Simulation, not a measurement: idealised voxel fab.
A process module follows: voxel wiring stack.
cross-section cut | 280 nm wide | cells 5 nm
Cross-section spec: square-cell grid; bands listed top down; each band is one or more rows. Band entry format. Leading values: height of top, height of bottom, nm. Remainder: materials in left-to-right order, each with its width in nm. Special words: "everywhere" on a single material, which then fills the band edge to edge; "air", empty space. Convention: height 0 is the level below which the wafer, as received, is all one material. The lowest band does not terminate at the bottom but continues downward, represented as "0..down". When a width is written as two numbers, as in "30 to 40", the first number is the width in the top row of cells of the band and the second is the width in its bottom row, and the width changes by the same amount from each row to the next. Any step labelled "no alterations made" changed none of the cells in the cross-section. In "Closed void table" the enclosed voids are listed, meaning empty spaces of 8 cells or larger without any opening to the top. The form is width x height at distance, distance from the left edge, units nm. Step line, after settings: the simulator's comment on this step. overlay nm: where the mask lay relative to plan, measured to the right, on steps with a mask; negatives go left.
This section lists the process steps that were planned
1: RECEIVE [material Si]
2: CONFORMAL_DEP [material SiO2] [thk nm 10]
3: CONFORMAL_DEP [material SiCN] [thk nm 5]
4: DIRECTIONAL_DEP [material SiO2] [thk nm 25]
5: MASKED_ETCH [tone open] [mask id METAL_1] [width nm 30] [pitch nm 60] [etch materials SiO2] [depth nm 25] [overlay nm 0]
6: MASKED_ETCH [tone open] [mask id METAL_1] [width nm 30] [pitch nm 60] [etch materials SiCN] [depth nm 5] [overlay nm 0]
7: CONFORMAL_DEP [material TiN] [thk nm 5]
8: FILL_DEP [material Cu] [thk nm 10]
9: CMP [height nm 40]
10: EPI [material Ru] [thk nm 5]
11: FILL_DEP [material SiCN] [thk nm 5]
12: DIRECTIONAL_DEP [material lowk] [thk nm 15]
13: DIRECTIONAL_DEP [material aC] [thk nm 10]
14: PATTERN [tone open] [mask id PLUG_1] [material resist] [width nm 15] [pitch nm 60] [thk nm 25] [overlay nm 0]
15: DIRECTIONAL_ETCH [etch materials aC] [depth nm 10]
16: STRIP [etch materials resist]
17: DIRECTIONAL_ETCH [etch materials lowk] [depth nm 15]
18: DIRECTIONAL_ETCH [etch materials SiCN] [depth nm 5]
19: STRIP [etch materials aC]
20: CONFORMAL_DEP [material TiN] [thk nm 5]
21: FILL_DEP [material Cu] [thk nm 5]
22: CMP [height nm 65]
23: DIRECTIONAL_DEP [material TiN] [thk nm 5]
24: DIRECTIONAL_DEP [material W] [thk nm 25]
25: MASKED_ETCH [tone cover] [mask id METAL_2] [width nm 30] [pitch nm 60] [etch materials W] [depth nm 25] [overlay nm 0]
26: MASKED_ETCH [tone cover] [mask id METAL_2] [width nm 30] [pitch nm 60] [etch materials TiN] [depth nm 5] [overlay nm 0]
27: CONFORMAL_DEP [material SiN] [thk nm 5]
28: FILL_DEP [material lowk] [thk nm 10]
29: CMP [height nm 95]
30: CONFORMAL_DEP [material SiCN] [thk nm 5]
31: DIRECTIONAL_DEP [material lowk] [thk nm 15]
32: DIRECTIONAL_DEP [material aC] [thk nm 15]
33: PATTERN [tone open] [mask id PLUG_2] [material resist] [width nm 15] [pitch nm 60] [thk nm 35] [overlay nm 0]
34: DIRECTIONAL_ETCH [etch materials aC] [depth nm 15]
35: STRIP [etch materials resist]
36: DIRECTIONAL_ETCH [etch materials lowk] [depth nm 15]
37: DIRECTIONAL_ETCH [etch materials SiCN] [depth nm 5]
38: STRIP [etch materials aC]
39: CONFORMAL_DEP [material TiN] [thk nm 5]
40: FILL_DEP [material Cu] [thk nm 10]
41: CMP [height nm 115]
42: DIRECTIONAL_DEP [material TiN] [thk nm 5]
43: DIRECTIONAL_DEP [material W] [thk nm 25]
44: DIRECTIONAL_DEP [material aC] [thk nm 10]
45: PATTERN [tone cover] [mask id METAL_3] [material resist] [width nm 30] [pitch nm 60] [thk nm 30] [overlay nm 0]
46: DIRECTIONAL_ETCH [etch materials aC] [depth nm 10]
47: STRIP [etch materials resist]
48: DIRECTIONAL_ETCH [etch materials W] [depth nm 25]
49: DIRECTIONAL_ETCH [etch materials TiN] [depth nm 5]
50: STRIP [etch materials aC]
51: FILL_DEP [material lowk] [thk nm 10]
52: CMP [height nm 145]
53: CONFORMAL_DEP [material SiN] [thk nm 5]
So, the first of our two wafers, run just as we planned it
Wafer as received: cross-section following step 1
* 0..down: Si everywhere
* Closed void table: none
Cross-section of the wafer subsequent to step 2
* 10..0: SiO2 everywhere
* Note: structure below 0 unchanged.
Cross-section of the wafer subsequent to step 3
* 15..10: SiCN everywhere
* Note: structure below 10 unchanged.
Cross-section of the wafer subsequent to step 4
* 40..15: SiO2 everywhere
* Note: structure below 15 unchanged.
Cross-section of the wafer subsequent to step 5
* 40..15: SiO2 95, then air 30, then SiO2 30, then air 30, then SiO2 95
* Note: structure below 15 unchanged.
Cross-section of the wafer subsequent to step 6
* 40..15: SiO2 95, then air 30, then SiO2 30, then air 30, then SiO2 95
* 15..10: SiCN 95, then air 30, then SiCN 30, then air 30, then SiCN 95
* Note: structure below 10 unchanged.
Cross-section of the wafer subsequent to step 7
* 45..40: TiN 100, then air 20, then TiN 40, then air 20, then TiN 100
* 40..15: SiO2 95, then TiN 5, then air 20, then TiN 5, then SiO2 30, then TiN 5, then air 20, then TiN 5, then SiO2 95
* 15..10: SiCN 95, then TiN 30, then SiCN 30, then TiN 30, then SiCN 95
* Note: structure below 10 unchanged.
Cross-section of the wafer subsequent to step 8
* 55..45: Cu everywhere
* 45..40: TiN 100, then Cu 20, then TiN 40, then Cu 20, then TiN 100
* 40..15: SiO2 95, then TiN 5, then Cu 20, then TiN 5, then SiO2 30, then TiN 5, then Cu 20, then TiN 5, then SiO2 95
* Note: structure below 15 unchanged.
Cross-section of the wafer subsequent to step 9
* 40..15: SiO2 95, then TiN 5, then Cu 20, then TiN 5, then SiO2 30, then TiN 5, then Cu 20, then TiN 5, then SiO2 95
* Note: structure below 15 unchanged.
Cross-section of the wafer subsequent to step 10
* 45..40: air 90, then Ru 40, then air 20, then Ru 40, then air 90
* Note: structure below 40 unchanged.
Cross-section of the wafer subsequent to step 11
* 50..45: SiCN everywhere
* 45..40: SiCN 90, then Ru 40, then SiCN 20, then Ru 40, then SiCN 90
* Note: structure below 40 unchanged.
Cross-section of the wafer subsequent to step 12
* 65..50: lowk everywhere
* Note: structure below 50 unchanged.
Cross-section of the wafer subsequent to step 13
* 75..65: aC everywhere
* Note: structure below 65 unchanged.
Cross-section of the wafer subsequent to step 14
* 100..75: resist 95, then air 15, then resist 45, then air 15, then resist 110
* Note: structure below 75 unchanged.
Cross-section of the wafer subsequent to step 15
* 90..75: resist 95, then air 15, then resist 45, then air 15, then resist 110
* 75..65: aC 95, then air 15, then aC 45, then air 15, then aC 110
* Note: structure below 65 unchanged.
Cross-section of the wafer subsequent to step 16
* 75..65: aC 95, then air 15, then aC 45, then air 15, then aC 110
* Note: structure below 65 unchanged.
Cross-section of the wafer subsequent to step 17
* 75..65: aC 95, then air 15, then aC 45, then air 15, then aC 110
* 65..50: lowk 95, then air 15, then lowk 45, then air 15, then lowk 110
* Note: structure below 50 unchanged.
Cross-section of the wafer subsequent to step 18
* 75..65: aC 95, then air 15, then aC 45, then air 15, then aC 110
* 65..50: lowk 95, then air 15, then lowk 45, then air 15, then lowk 110
* 50..45: SiCN 95, then air 15, then SiCN 45, then air 15, then SiCN 110
* Note: structure below 45 unchanged.
Cross-section of the wafer subsequent to step 19
* 65..50: lowk 95, then air 15, then lowk 45, then air 15, then lowk 110
* Note: structure below 50 unchanged.
Cross-section of the wafer subsequent to step 20
* 70..65: TiN 100, then air 5, then TiN 55, then air 5, then TiN 115
* 65..50: lowk 95, then TiN 5, then air 5, then TiN 5, then lowk 45, then TiN 5, then air 5, then TiN 5, then lowk 110
* 50..45: SiCN 95, then TiN 15, then SiCN 45, then TiN 15, then SiCN 110
* Note: structure below 45 unchanged.
Cross-section of the wafer subsequent to step 21
* 75..70: Cu everywhere
* 70..65: TiN 100, then Cu 5, then TiN 55, then Cu 5, then TiN 115
* 65..50: lowk 95, then TiN 5, then Cu 5, then TiN 5, then lowk 45, then TiN 5, then Cu 5, then TiN 5, then lowk 110
* Note: structure below 50 unchanged.
Cross-section of the wafer subsequent to step 22
* 65..50: lowk 95, then TiN 5, then Cu 5, then TiN 5, then lowk 45, then TiN 5, then Cu 5, then TiN 5, then lowk 110
* Note: structure below 50 unchanged.
Cross-section of the wafer subsequent to step 23
* 70..65: TiN everywhere
* Note: structure below 65 unchanged.
Cross-section of the wafer subsequent to step 24
* 95..70: W everywhere
* Note: structure below 70 unchanged.
Cross-section of the wafer subsequent to step 25
* 95..70: air 95, then W 30, then air 30, then W 30, then air 95
* Note: structure below 70 unchanged.
Cross-section of the wafer subsequent to step 26
* 95..70: air 95, then W 30, then air 30, then W 30, then air 95
* 70..65: air 95, then TiN 30, then air 30, then TiN 30, then air 95
* Note: structure below 65 unchanged.
Cross-section of the wafer subsequent to step 27
* 100..95: air 90, then SiN 40, then air 20, then SiN 40, then air 90
* 95..70: air 90, then SiN 5, then W 30, then SiN 5, then air 20, then SiN 5, then W 30, then SiN 5, then air 90
* 70..65: SiN 95, then TiN 30, then SiN 30, then TiN 30, then SiN 95
* Note: structure below 65 unchanged.
Cross-section of the wafer subsequent to step 28
* 110..100: lowk everywhere
* 100..95: lowk 90, then SiN 40, then lowk 20, then SiN 40, then lowk 90
* 95..70: lowk 90, then SiN 5, then W 30, then SiN 5, then lowk 20, then SiN 5, then W 30, then SiN 5, then lowk 90
* Note: structure below 70 unchanged.
Cross-section of the wafer subsequent to step 29
* 95..70: lowk 90, then SiN 5, then W 30, then SiN 5, then lowk 20, then SiN 5, then W 30, then SiN 5, then lowk 90
* Note: structure below 70 unchanged.
Cross-section of the wafer subsequent to step 30
* 100..95: SiCN everywhere
* Note: structure below 95 unchanged.
Cross-section of the wafer subsequent to step 31
* 115..100: lowk everywhere
* Note: structure below 100 unchanged.
Cross-section of the wafer subsequent to step 32
* 130..115: aC everywhere
* Note: structure below 115 unchanged.
Cross-section of the wafer subsequent to step 33
* 165..130: resist 95, then air 15, then resist 45, then air 15, then resist 110
* Note: structure below 130 unchanged.
Cross-section of the wafer subsequent to step 34
* 150..130: resist 95, then air 15, then resist 45, then air 15, then resist 110
* 130..115: aC 95, then air 15, then aC 45, then air 15, then aC 110
* Note: structure below 115 unchanged.
Cross-section of the wafer subsequent to step 35
* 130..115: aC 95, then air 15, then aC 45, then air 15, then aC 110
* Note: structure below 115 unchanged.
Cross-section of the wafer subsequent to step 36
* 130..115: aC 95, then air 15, then aC 45, then air 15, then aC 110
* 115..100: lowk 95, then air 15, then lowk 45, then air 15, then lowk 110
* Note: structure below 100 unchanged.
Cross-section of the wafer subsequent to step 37
* 130..115: aC 95, then air 15, then aC 45, then air 15, then aC 110
* 115..100: lowk 95, then air 15, then lowk 45, then air 15, then lowk 110
* 100..95: SiCN 95, then air 15, then SiCN 45, then air 15, then SiCN 110
* Note: structure below 95 unchanged.
Cross-section of the wafer subsequent to step 38
* 115..100: lowk 95, then air 15, then lowk 45, then air 15, then lowk 110
* Note: structure below 100 unchanged.
Cross-section of the wafer subsequent to step 39
* 120..115: TiN 100, then air 5, then TiN 55, then air 5, then TiN 115
* 115..100: lowk 95, then TiN 5, then air 5, then TiN 5, then lowk 45, then TiN 5, then air 5, then TiN 5, then lowk 110
* 100..95: SiCN 95, then TiN 15, then SiCN 45, then TiN 15, then SiCN 110
* Note: structure below 95 unchanged.
Cross-section of the wafer subsequent to step 40
* 130..120: Cu everywhere
* 120..115: TiN 100, then Cu 5, then TiN 55, then Cu 5, then TiN 115
* 115..100: lowk 95, then TiN 5, then Cu 5, then TiN 5, then lowk 45, then TiN 5, then Cu 5, then TiN 5, then lowk 110
* Note: structure below 100 unchanged.
Cross-section of the wafer subsequent to step 41
* 115..100: lowk 95, then TiN 5, then Cu 5, then TiN 5, then lowk 45, then TiN 5, then Cu 5, then TiN 5, then lowk 110
* Note: structure below 100 unchanged.
Cross-section of the wafer subsequent to step 42
* 120..115: TiN everywhere
* Note: structure below 115 unchanged.
Cross-section of the wafer subsequent to step 43
* 145..120: W everywhere
* Note: structure below 120 unchanged.
Cross-section of the wafer subsequent to step 44
* 155..145: aC everywhere
* Note: structure below 145 unchanged.
Cross-section of the wafer subsequent to step 45
* 185..155: air 95, then resist 30, then air 30, then resist 30, then air 95
* Note: structure below 155 unchanged.
Cross-section of the wafer subsequent to step 46
* 175..155: air 95, then resist 30, then air 30, then resist 30, then air 95
* 155..145: air 95, then aC 30, then air 30, then aC 30, then air 95
* Note: structure below 145 unchanged.
Cross-section of the wafer subsequent to step 47
* 155..145: air 95, then aC 30, then air 30, then aC 30, then air 95
* Note: structure below 145 unchanged.
Cross-section of the wafer subsequent to step 48
* 155..145: air 95, then aC 30, then air 30, then aC 30, then air 95
* 145..120: air 95, then W 30, then air 30, then W 30, then air 95
* Note: structure below 120 unchanged.
Cross-section of the wafer subsequent to step 49
* 155..145: air 95, then aC 30, then air 30, then aC 30, then air 95
* 145..120: air 95, then W 30, then air 30, then W 30, then air 95
* 120..115: air 95, then TiN 30, then air 30, then TiN 30, then air 95
* Note: structure below 115 unchanged.
Cross-section of the wafer subsequent to step 50
* 145..120: air 95, then W 30, then air 30, then W 30, then air 95
* Note: structure below 120 unchanged.
Cross-section of the wafer subsequent to step 51
* 155..145: lowk everywhere
* 145..120: lowk 95, then W 30, then lowk 30, then W 30, then lowk 95
* 120..115: lowk 95, then TiN 30, then lowk 30, then TiN 30, then lowk 95
* Note: structure below 115 unchanged.
Cross-section of the wafer subsequent to step 52
* 145..120: lowk 95, then W 30, then lowk 30, then W 30, then lowk 95
* Note: structure below 120 unchanged.
Cross-section of the wafer subsequent to step 53
* 150..145: SiN everywhere
* Note: structure below 145 unchanged.
Second wafer: same start and same plan as the first, one execution error; identical to the first through step 44
When step 45 should have ended
* 185..155: air 90, then resist 40, then air 20, then resist 40, then air 90
* Note: structure below 155 unchanged.
When step 46 should have ended
* 175..155: air 90, then resist 40, then air 20, then resist 40, then air 90
* 155..145: air 90, then aC 40, then air 20, then aC 40, then air 90
* Note: structure below 145 unchanged.
When step 47 should have ended
* 155..145: air 90, then aC 40, then air 20, then aC 40, then air 90
* Note: structure below 145 unchanged.
When step 48 should have ended
* 155..145: air 90, then aC 40, then air 20, then aC 40, then air 90
* 145..120: air 90, then W 40, then air 20, then W 40, then air 90
* Note: structure below 120 unchanged.
When step 49 should have ended
* 155..145: air 90, then aC 40, then air 20, then aC 40, then air 90
* 145..120: air 90, then W 40, then air 20, then W 40, then air 90
* 120..115: air 90, then TiN 40, then air 20, then TiN 40, then air 90
* Note: structure below 115 unchanged.
When step 50 should have ended
* 145..120: air 90, then W 40, then air 20, then W 40, then air 90
* Note: structure below 120 unchanged.
When step 51 should have ended
* 155..145: lowk everywhere
* 145..120: lowk 90, then W 40, then lowk 20, then W 40, then lowk 90
* 120..115: lowk 90, then TiN 40, then lowk 20, then TiN 40, then lowk 90
* Note: structure below 115 unchanged.
When step 52 should have ended
* 145..120: lowk 90, then W 40, then lowk 20, then W 40, then lowk 90
* Note: structure below 120 unchanged.
When step 53 should have ended
* 150..145: SiN everywhere
* Note: structure below 145 unchanged.
Diagnosis: the process deviated at step 45: the operation and settings actually run there were PATTERN [tone cover] [mask id METAL_3] [material resist] [width nm 40] [pitch nm 60] [thk nm 30] [overlay nm 0]
In the final state, the cell counts of the second wafer exceed or fall short of those of the first for the following materials: +4 TiN, +20 W, -24 lowk
